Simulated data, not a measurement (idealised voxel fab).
This section sets out a process module, namely voxel released beams.
Pictured: cross-section cut, 145 nm wide, on a grid of 5 nm square cells.
We lay out every cross-section as a grid of square cells and spell it out in bands from the top down, where one band means one or more rows of cells.
First you get the band's top height and its bottom height, in nm, and then the materials it's made of, left to right, with each width in nm. If you see a single material with "all across", that one covers the band edge to edge. "air" is empty space.
Height is counted from the level 0, under which the received wafer is composed throughout of one material. The lowest of the bands is not closed at the bottom but continues downward, in the notation "0 -> down".
Read "30->40" as a graded width: first number on top, second number at the bottom, same change between each pair of neighbouring rows.
A step reported as "no modifications" is a step in which no cell of the cross-section changed.
If an empty space has no open way to the top and is at least 8 cells in size, "Entrapped voids" lists it, written width x height at distance, where distance is measured from the left edge and every value is in nm.
Text after the settings on a step's line: the simulator's own remark on that step.
"overlay nm" denotes, for a step that has a mask, the displacement of the mask to the right of its planned place, with negative values corresponding to the left.

## This section lists the process steps that were planned
1) RECEIVE,material Si
2) CONFORMAL_DEP,material Al2O3,thk nm 5
3) DIRECTIONAL_DEP,material SiO2,thk nm 15
4) PATTERN,tone open,mask id ANCHOR,material resist,width nm 45,thk nm 15,overlay nm 0
5) DIRECTIONAL_ETCH,etch materials SiO2,depth nm 15
6) STRIP,etch materials resist
7) CONFORMAL_DEP,material W,thk nm 15
8) MASKED_ETCH,tone cover,mask id BEAM,width nm 95,etch materials W,depth nm 15,overlay nm 0
9) STRIP,etch materials SiO2

## First wafer of two (run as planned)

## Cross-section of the wafer upon arrival, representing the state reached after step 1
* 0 -> down = Si all across
* Entrapped voids: none

## Sectional view: wafer, after step 2
* 5 -> 0 = Al2O3 all across
* Below 0 it's all the same as before, nothing changed down there.

## Sectional view: wafer, after step 3
* 20 -> 5 = SiO2 all across
* Below 5 it's all the same as before, nothing changed down there.

## Sectional view: wafer, after step 4
* 35 -> 20 = resist: 25  air: 45  resist: 75
* Below 20 it's all the same as before, nothing changed down there.

## Sectional view: wafer, after step 5
* 35 -> 20 = resist: 25  air: 45  resist: 75
* 20 -> 5 = SiO2: 25  air: 45  SiO2: 75
* Below 5 it's all the same as before, nothing changed down there.

## Sectional view: wafer, after step 6
* 20 -> 5 = SiO2: 25  air: 45  SiO2: 75
* Below 5 it's all the same as before, nothing changed down there.

## Sectional view: wafer, after step 7
* 35 -> 20 = W: 40  air: 15  W: 90
* 20 -> 5 = SiO2: 25  W: 45  SiO2: 75
* Below 5 it's all the same as before, nothing changed down there.

## Sectional view: wafer, after step 8
* 35 -> 20 = air: 20  W: 20  air: 15  W: 60  air: 30
* Below 20 it's all the same as before, nothing changed down there.

## Sectional view: wafer, after step 9
* 35 -> 20 = air: 20  W: 20  air: 15  W: 60  air: 30
* 20 -> 5 = air: 25  W: 45  air: 75
* Below 5 it's all the same as before, nothing changed down there.

## The Second Wafer: Common Origin and Plan, One Mistake in Execution, Identical to the First Through Step 1

## Cross-section of the second wafer corresponding to the planned conclusion of step 2
* 15 -> 0 = SiO2 all across
* Below 0 it's all the same as before, nothing changed down there.

## Cross-section of the second wafer corresponding to the planned conclusion of step 3
* 20 -> 15 = Al2O3 all across
* Below 15 it's all the same as before, nothing changed down there.

## Cross-section of the second wafer corresponding to the planned conclusion of step 4
* 35 -> 20 = resist: 25  air: 45  resist: 75
* Below 20 it's all the same as before, nothing changed down there.

Cross-section of the second wafer corresponding to the planned conclusion of step 5: no modifications

## Cross-section of the second wafer corresponding to the planned conclusion of step 6
* 20 -> 15 = Al2O3 all across
* Below 15 it's all the same as before, nothing changed down there.

## Cross-section of the second wafer corresponding to the planned conclusion of step 7
* 35 -> 20 = W all across
* Below 20 it's all the same as before, nothing changed down there.

## Cross-section of the second wafer corresponding to the planned conclusion of step 8
* 35 -> 20 = air: 20  W: 95  air: 30
* Below 20 it's all the same as before, nothing changed down there.

Cross-section of the second wafer corresponding to the planned conclusion of step 9: no modifications
Error vs. plan: the run placed steps 2 and 3 each in the position the plan gave to the other
Per the end-of-run cell counts, the second wafer holds more or fewer of some materials than the first: SiO2 +87, W -18
